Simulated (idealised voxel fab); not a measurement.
The process module that follows is named voxel double patterning.
The cross-section on display is named cut; it measures 265 nm wide, and its cells are 5 nm squares.
This document writes a cross-section as a grid whose cells are square, and gives it as bands, listed from the top down; one or more rows of cells form a band.
It is stipulated that each band's entry specify, in nanometres, the height of the top of the band and then that of its bottom, followed by the materials of the band in left-to-right sequence, each together with its width in nanometres. A single material marked by the word "all across" is understood to fill the band from edge to edge; the word "empty" is understood to denote empty space.
We count height from 0. Below that, the starting wafer is all one material. The lowest band never ends at the bottom but goes on down; see "0 nm and below" for how that is written.
The width entry "30..40" should be interpreted row by row: the top row of cells in the band takes the first number, the bottom row takes the second number, and the change between adjacent rows is uniform throughout.
Where the words "no change" appear for a step, the cross-section shows no cell changed by that step; every cell remained as before.
"Closed internal voids" means: voids of 8 cells or more that are shut off from the top with no open way through. Written width x height at distance, distance from the left edge, in nm.
Note: text after step settings on the step line = simulator remark on that step.
The setting "overlay nm" may be written on the line of a step. When the step uses a mask, the value reports how far to the right of the planned place the mask lay, and a negative value reports that it lay to the left.

### Steps planned for the process
| 1 | RECEIVE with material Si |
| 2 | CONFORMAL_DEP with material SiO2, thk nm 5 |
| 3 | DIRECTIONAL_DEP with material TiN, thk nm 15 |
| 4 | DIRECTIONAL_DEP with material SiN, thk nm 5 |
| 5 | MASKED_ETCH with tone open, mask id FIRST, width nm 15, pitch nm 50, etch materials SiN, depth nm 5, overlay nm 0 |
| 6 | PATTERN with tone open, mask id SECOND, material resist, width nm 15, pitch nm 50, thk nm 15, overlay nm 0 |
| 7 | DIRECTIONAL_ETCH with etch materials SiN, depth nm 5 |
| 8 | STRIP with etch materials resist |
| 9 | DIRECTIONAL_ETCH with etch materials TiN, depth nm 15 |
| 10 | STRIP with etch materials SiN |

### As received (post step 1): cross-section
	0 nm and below: Si all across
	Closed internal voids: none

### Post-module cross-section of the first of two wafers (run per plan)
	20 nm to 5 nm: 75 TiN, 15 empty, 10 TiN, 15 empty, 10 TiN, 15 empty, 10 TiN, 15 empty, 10 TiN, 15 empty, 75 TiN
	5 nm to 0 nm: SiO2 all across
	0 nm and below: Si all across
	Closed internal voids: none

### Cross-sectional view of the second of two wafers upon completion of the module. This wafer shared its starting condition and process plan with the first; one error was made during its execution
	25 nm to 20 nm: SiO2 all across
	20 nm to 5 nm: TiN all across
	5 nm to 0 nm: SiO2 all across
	0 nm and below: Si all across
	Closed internal voids: none
what went wrong: it should be noted that step 4 was executed with settings other than those planned, the operation and settings actually applied being DIRECTIONAL_DEP with material SiO2, thk nm 5
End check, counted in cells, second wafer has more or fewer of these materials than the first: +53 SiO2 | +45 TiN
